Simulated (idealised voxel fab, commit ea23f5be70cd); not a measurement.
Process module in this document: voxel wiring stack
The width of the displayed cross-section, cut, is 275 nm; its cells are square, with a size of 5 nm.
Cross-section spec: square-cell grid; bands listed top down; each band is one or more rows. Within each band entry, the heights of the top and of the bottom of the band appear first, in that order and in nm; the materials of the band then follow from left to right, each with its corresponding width in nm. The designation "all across" on a single material indicates that it fills the band from edge to edge; the designation "empty" indicates empty space. The level at which height equals 0 is the one under which the wafer, as it arrives, is entirely one material. No lower edge exists for the bottom band, which continues downward and is notated as in "z 0 and below". The width entry "30->40" should be interpreted row by row: the top row of cells in the band takes the first number, the bottom row takes the second number, and the change between adjacent rows is uniform throughout. Where the words "remains unaltered" appear for a step, the cross-section shows no cell changed by that step; every cell remained as before. Empty spaces counting at least 8 cells and having no open way to the top are listed in "Closed void catalog". The notation width x height at distance is used for each, the distance being from the left edge and all three values in nm. It should be noted that, on the line of a given step, the content following the step's settings is a remark produced by the simulator itself with respect to that step. For masked steps, "overlay nm" on the step line gives how far right of plan the mask actually lay; a minus sign means it lay to the left.

Below is the list of planned process steps
step 1: RECEIVE with material Si
step 2: CONFORMAL_DEP with material SiO2, thk nm 10
step 3: DIRECTIONAL_DEP with material TiN, thk nm 5
step 4: DIRECTIONAL_DEP with material Ru, thk nm 20
step 5: DIRECTIONAL_DEP with material aC, thk nm 10
step 6: PATTERN with tone cover, mask id METAL_1, material resist, width nm 25, pitch nm 40, thk nm 25, overlay nm 0
step 7: DIRECTIONAL_ETCH with etch materials aC, depth nm 10
step 8: STRIP with etch materials resist
step 9: DIRECTIONAL_ETCH with etch materials Ru, depth nm 20
step 10: DIRECTIONAL_ETCH with etch materials TiN, depth nm 5
step 11: STRIP with etch materials aC
step 12: CONFORMAL_DEP with material SiN, thk nm 5
step 13: FILL_DEP with material lowk, thk nm 5
step 14: CMP with height nm 35
step 15: CONFORMAL_DEP with material SiCN, thk nm 5
step 16: DIRECTIONAL_DEP with material lowk, thk nm 20
step 17: PATTERN with tone open, mask id PLUG_1, material resist, width nm 15, pitch nm 80, thk nm 20, overlay nm 0
step 18: DIRECTIONAL_ETCH with etch materials lowk, depth nm 20
step 19: DIRECTIONAL_ETCH with etch materials SiCN, depth nm 5
step 20: STRIP with etch materials resist
step 21: EPI with material Ru, thk nm 10
step 22: EPI with material Ru, thk nm 10
step 23: EPI with material Ru, thk nm 5
step 24: DIRECTIONAL_DEP with material TiN, thk nm 5
step 25: DIRECTIONAL_DEP with material W, thk nm 25
step 26: DIRECTIONAL_DEP with material aC, thk nm 10
step 27: PATTERN with tone cover, mask id METAL_2, material resist, width nm 25, pitch nm 40, thk nm 30, overlay nm 0
step 28: DIRECTIONAL_ETCH with etch materials aC, depth nm 10
step 29: STRIP with etch materials resist
step 30: DIRECTIONAL_ETCH with etch materials W, depth nm 25
step 31: DIRECTIONAL_ETCH with etch materials TiN, depth nm 5
step 32: STRIP with etch materials aC
step 33: FILL_DEP with material lowk, thk nm 10
step 34: CMP with height nm 90
step 35: CONFORMAL_DEP with material SiN, thk nm 5

Account of the first of two wafers, which was processed as intended

Wafer cross-section on receipt, i.e. after step 1
	z 0 and below  Si all across
	Closed void catalog: none

How the wafer stands in section after step 2
	z 10 to 0  SiO2 all across
	Under 0: no change, same as before.

How the wafer stands in section after step 3
	z 15 to 10  TiN all across
	Under 10: no change, same as before.

How the wafer stands in section after step 4
	z 35 to 15  Ru all across
	Under 15: no change, same as before.

How the wafer stands in section after step 5
	z 45 to 35  aC all across
	Under 35: no change, same as before.

How the wafer stands in section after step 6
	z 70 to 45  empty 65 nm, resist 25 nm, empty 15 nm, resist 25 nm, empty 15 nm, resist 25 nm, empty 15 nm, resist 25 nm, empty 65 nm
	Under 45: no change, same as before.

How the wafer stands in section after step 7
	z 60 to 45  empty 65 nm, resist 25 nm, empty 15 nm, resist 25 nm, empty 15 nm, resist 25 nm, empty 15 nm, resist 25 nm, empty 65 nm
	z 45 to 35  empty 65 nm, aC 25 nm, empty 15 nm, aC 25 nm, empty 15 nm, aC 25 nm, empty 15 nm, aC 25 nm, empty 65 nm
	Under 35: no change, same as before.

How the wafer stands in section after step 8
	z 45 to 35  empty 65 nm, aC 25 nm, empty 15 nm, aC 25 nm, empty 15 nm, aC 25 nm, empty 15 nm, aC 25 nm, empty 65 nm
	Under 35: no change, same as before.

How the wafer stands in section after step 9
	z 45 to 35  empty 65 nm, aC 25 nm, empty 15 nm, aC 25 nm, empty 15 nm, aC 25 nm, empty 15 nm, aC 25 nm, empty 65 nm
	z 35 to 15  empty 65 nm, Ru 25 nm, empty 15 nm, Ru 25 nm, empty 15 nm, Ru 25 nm, empty 15 nm, Ru 25 nm, empty 65 nm
	Under 15: no change, same as before.

How the wafer stands in section after step 10
	z 45 to 35  empty 65 nm, aC 25 nm, empty 15 nm, aC 25 nm, empty 15 nm, aC 25 nm, empty 15 nm, aC 25 nm, empty 65 nm
	z 35 to 15  empty 65 nm, Ru 25 nm, empty 15 nm, Ru 25 nm, empty 15 nm, Ru 25 nm, empty 15 nm, Ru 25 nm, empty 65 nm
	z 15 to 10  empty 65 nm, TiN 25 nm, empty 15 nm, TiN 25 nm, empty 15 nm, TiN 25 nm, empty 15 nm, TiN 25 nm, empty 65 nm
	Under 10: no change, same as before.

How the wafer stands in section after step 11
	z 35 to 15  empty 65 nm, Ru 25 nm, empty 15 nm, Ru 25 nm, empty 15 nm, Ru 25 nm, empty 15 nm, Ru 25 nm, empty 65 nm
	Under 15: no change, same as before.

How the wafer stands in section after step 12
	z 40 to 35  empty 60 nm, SiN 35 nm, empty 5 nm, SiN 35 nm, empty 5 nm, SiN 35 nm, empty 5 nm, SiN 35 nm, empty 60 nm
	z 35 to 15  empty 60 nm, SiN 5 nm, Ru 25 nm, SiN 5 nm, empty 5 nm, SiN 5 nm, Ru 25 nm, SiN 5 nm, empty 5 nm, SiN 5 nm, Ru 25 nm, SiN 5 nm, empty 5 nm, SiN 5 nm, Ru 25 nm, SiN 5 nm, empty 60 nm
	z 15 to 10  SiN 65 nm, TiN 25 nm, SiN 15 nm, TiN 25 nm, SiN 15 nm, TiN 25 nm, SiN 15 nm, TiN 25 nm, SiN 65 nm
	Under 10: no change, same as before.

How the wafer stands in section after step 13
	z 45 to 40  lowk all across
	z 40 to 35  lowk 60 nm, SiN 35 nm, lowk 5 nm, SiN 35 nm, lowk 5 nm, SiN 35 nm, lowk 5 nm, SiN 35 nm, lowk 60 nm
	z 35 to 15  lowk 60 nm, SiN 5 nm, Ru 25 nm, SiN 5 nm, lowk 5 nm, SiN 5 nm, Ru 25 nm, SiN 5 nm, lowk 5 nm, SiN 5 nm, Ru 25 nm, SiN 5 nm, lowk 5 nm, SiN 5 nm, Ru 25 nm, SiN 5 nm, lowk 60 nm
	Under 15: no change, same as before.

How the wafer stands in section after step 14
	z 35 to 15  lowk 60 nm, SiN 5 nm, Ru 25 nm, SiN 5 nm, lowk 5 nm, SiN 5 nm, Ru 25 nm, SiN 5 nm, lowk 5 nm, SiN 5 nm, Ru 25 nm, SiN 5 nm, lowk 5 nm, SiN 5 nm, Ru 25 nm, SiN 5 nm, lowk 60 nm
	Under 15: no change, same as before.

How the wafer stands in section after step 15
	z 40 to 35  SiCN all across
	Under 35: no change, same as before.

How the wafer stands in section after step 16
	z 60 to 40  lowk all across
	Under 40: no change, same as before.

How the wafer stands in section after step 17
	z 80 to 60  resist 65 nm, empty 15 nm, resist 65 nm, empty 15 nm, resist 115 nm
	Under 60: no change, same as before.

How the wafer stands in section after step 18
	z 80 to 60  resist 65 nm, empty 15 nm, resist 65 nm, empty 15 nm, resist 115 nm
	z 60 to 40  lowk 65 nm, empty 15 nm, lowk 65 nm, empty 15 nm, lowk 115 nm
	Under 40: no change, same as before.

How the wafer stands in section after step 19
	z 80 to 60  resist 65 nm, empty 15 nm, resist 65 nm, empty 15 nm, resist 115 nm
	z 60 to 40  lowk 65 nm, empty 15 nm, lowk 65 nm, empty 15 nm, lowk 115 nm
	z 40 to 35  SiCN 65 nm, empty 15 nm, SiCN 65 nm, empty 15 nm, SiCN 115 nm
	Under 35: no change, same as before.

How the wafer stands in section after step 20
	z 60 to 40  lowk 65 nm, empty 15 nm, lowk 65 nm, empty 15 nm, lowk 115 nm
	Under 40: no change, same as before.

How the wafer stands in section after step 21
	z 60 to 45  lowk 65 nm, empty 15 nm, lowk 65 nm, empty 15 nm, lowk 115 nm
	z 45 to 40  lowk 65 nm, Ru 15 nm, lowk 65 nm, Ru 15 nm, lowk 115 nm
	z 40 to 35  SiCN 65 nm, Ru 15 nm, SiCN 65 nm, Ru 15 nm, SiCN 115 nm
	Under 35: no change, same as before.

How the wafer stands in section after step 22
	z 60 to 55  lowk 65 nm, empty 15 nm, lowk 65 nm, empty 15 nm, lowk 115 nm
	z 55 to 40  lowk 65 nm, Ru 15 nm, lowk 65 nm, Ru 15 nm, lowk 115 nm
	Under 40: no change, same as before.

How the wafer stands in section after step 23
	z 60 to 40  lowk 65 nm, Ru 15 nm, lowk 65 nm, Ru 15 nm, lowk 115 nm
	Under 40: no change, same as before.

How the wafer stands in section after step 24
	z 65 to 60  TiN all across
	Under 60: no change, same as before.

How the wafer stands in section after step 25
	z 90 to 65  W all across
	Under 65: no change, same as before.

How the wafer stands in section after step 26
	z 100 to 90  aC all across
	Under 90: no change, same as before.

How the wafer stands in section after step 27
	z 130 to 100  empty 65 nm, resist 25 nm, empty 15 nm, resist 25 nm, empty 15 nm, resist 25 nm, empty 15 nm, resist 25 nm, empty 65 nm
	Under 100: no change, same as before.

How the wafer stands in section after step 28
	z 120 to 100  empty 65 nm, resist 25 nm, empty 15 nm, resist 25 nm, empty 15 nm, resist 25 nm, empty 15 nm, resist 25 nm, empty 65 nm
	z 100 to 90  empty 65 nm, aC 25 nm, empty 15 nm, aC 25 nm, empty 15 nm, aC 25 nm, empty 15 nm, aC 25 nm, empty 65 nm
	Under 90: no change, same as before.

How the wafer stands in section after step 29
	z 100 to 90  empty 65 nm, aC 25 nm, empty 15 nm, aC 25 nm, empty 15 nm, aC 25 nm, empty 15 nm, aC 25 nm, empty 65 nm
	Under 90: no change, same as before.

How the wafer stands in section after step 30
	z 100 to 90  empty 65 nm, aC 25 nm, empty 15 nm, aC 25 nm, empty 15 nm, aC 25 nm, empty 15 nm, aC 25 nm, empty 65 nm
	z 90 to 65  empty 65 nm, W 25 nm, empty 15 nm, W 25 nm, empty 15 nm, W 25 nm, empty 15 nm, W 25 nm, empty 65 nm
	Under 65: no change, same as before.

How the wafer stands in section after step 31
	z 100 to 90  empty 65 nm, aC 25 nm, empty 15 nm, aC 25 nm, empty 15 nm, aC 25 nm, empty 15 nm, aC 25 nm, empty 65 nm
	z 90 to 65  empty 65 nm, W 25 nm, empty 15 nm, W 25 nm, empty 15 nm, W 25 nm, empty 15 nm, W 25 nm, empty 65 nm
	z 65 to 60  empty 65 nm, TiN 25 nm, empty 15 nm, TiN 25 nm, empty 15 nm, TiN 25 nm, empty 15 nm, TiN 25 nm, empty 65 nm
	Under 60: no change, same as before.

How the wafer stands in section after step 32
	z 90 to 65  empty 65 nm, W 25 nm, empty 15 nm, W 25 nm, empty 15 nm, W 25 nm, empty 15 nm, W 25 nm, empty 65 nm
	Under 65: no change, same as before.

How the wafer stands in section after step 33
	z 100 to 90  lowk all across
	z 90 to 65  lowk 65 nm, W 25 nm, lowk 15 nm, W 25 nm, lowk 15 nm, W 25 nm, lowk 15 nm, W 25 nm, lowk 65 nm
	z 65 to 60  lowk 65 nm, TiN 25 nm, lowk 15 nm, TiN 25 nm, lowk 15 nm, TiN 25 nm, lowk 15 nm, TiN 25 nm, lowk 65 nm
	Under 60: no change, same as before.

How the wafer stands in section after step 34
	z 90 to 65  lowk 65 nm, W 25 nm, lowk 15 nm, W 25 nm, lowk 15 nm, W 25 nm, lowk 15 nm, W 25 nm, lowk 65 nm
	Under 65: no change, same as before.

How the wafer stands in section after step 35
	z 95 to 90  SiN all across
	Under 90: no change, same as before.

For the second wafer, take the first wafer's start and plan, then add one mistake made in running it; everything through step 33, that step included, is shared with the first

Cross-section, second wafer, at the end time the plan gives for step 34
	z 80 to 65  lowk 65 nm, W 25 nm, lowk 15 nm, W 25 nm, lowk 15 nm, W 25 nm, lowk 15 nm, W 25 nm, lowk 65 nm
	Under 65: no change, same as before.

Cross-section, second wafer, at the end time the plan gives for step 35
	z 85 to 80  SiN all across
	Under 80: no change, same as before.
It is concluded that the wafer was processed incorrectly with respect to the plan, in that step 34 did not happen as planned, as run it was CMP with height nm 80
Count the cells at the end and the second wafer has more or fewer of some materials than the first: -40 W | -70 lowk
